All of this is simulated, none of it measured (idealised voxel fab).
process module | voxel tone inversion
cross-section cut | 200 nm wide | cells 5 nm
A cross-section is a grid of square cells, given in bands from the top down. A band is one or more rows of cells.
Each band's line starts with the height of the band's top and of its bottom, in nm. Then come its materials from left to right, each with its width in nm. One material with "throughout" fills the band from edge to edge. "air" is empty space.
Height 0 is the level under which the wafer as received is all one material. The lowest band goes on downwards, as in "0 down".
A width such as "30 to 40" changes by the same amount from each row of cells to the next, from the band's top row to its bottom row.
"no change" after a step means that no cell of the cross-section changed.
closed voids: empty space of 8 cells or more with no open way to the top, each as width x height at its distance from the left edge, in nm
after a step's settings: what the simulator itself notes on the step
overlay nm, on a step with a mask: how far to the right of its planned place the mask lay; to the left if negative
plan
1 op RECEIVE | material Si
2 op CONFORMAL_DEP | material SiN | thk nm 5
3 op DIRECTIONAL_DEP | material aC | thk nm 25
4 op PATTERN | tone cover | mask id POSTS | material resist | width nm 25 | pitch nm 50 | thk nm 35 | overlay nm 0
5 op DIRECTIONAL_ETCH | etch materials aC | depth nm 25
6 op STRIP | etch materials resist
7 op FILL_DEP | material SiO2 | thk nm 10
8 op CMP | height nm 30
9 op STRIP | etch materials aC
10 op CONFORMAL_DEP | material TiN | thk nm 5
11 op FILL_DEP | material Cu | thk nm 5
12 op CMP | height nm 30
13 op CONFORMAL_DEP | material SiN | thk nm 5
as received, after step 1
  0 down: Si throughout
  closed voids: none
first wafer at the end, as planned
  35 to 30: SiN throughout
  30 to 10: SiO2 60 | TiN 5 | Cu 15 | TiN 5 | SiO2 25 | TiN 5 | Cu 15 | TiN 5 | SiO2 65
  10 to 5: SiO2 60 | TiN 25 | SiO2 25 | TiN 25 | SiO2 65
  5 to 0: SiN throughout
  0 down: Si throughout
  closed voids: none
second wafer at the end: like start, like plan, one mistake
  35 to 30: SiN throughout
  30 to 10: SiO2 70 | TiN 5 | Cu 15 | TiN 5 | SiO2 25 | TiN 5 | Cu 15 | TiN 5 | SiO2 55
  10 to 5: SiO2 70 | TiN 25 | SiO2 25 | TiN 25 | SiO2 55
  5 to 0: SiN throughout
  0 down: Si throughout
  closed voids: none
what went wrong: step 4 ran as: op PATTERN | tone cover | mask id POSTS | material resist | width nm 25 | pitch nm 50 | thk nm 35 | overlay nm 10
at the end the second wafer has, in cells: as many of each material as the first, in other places
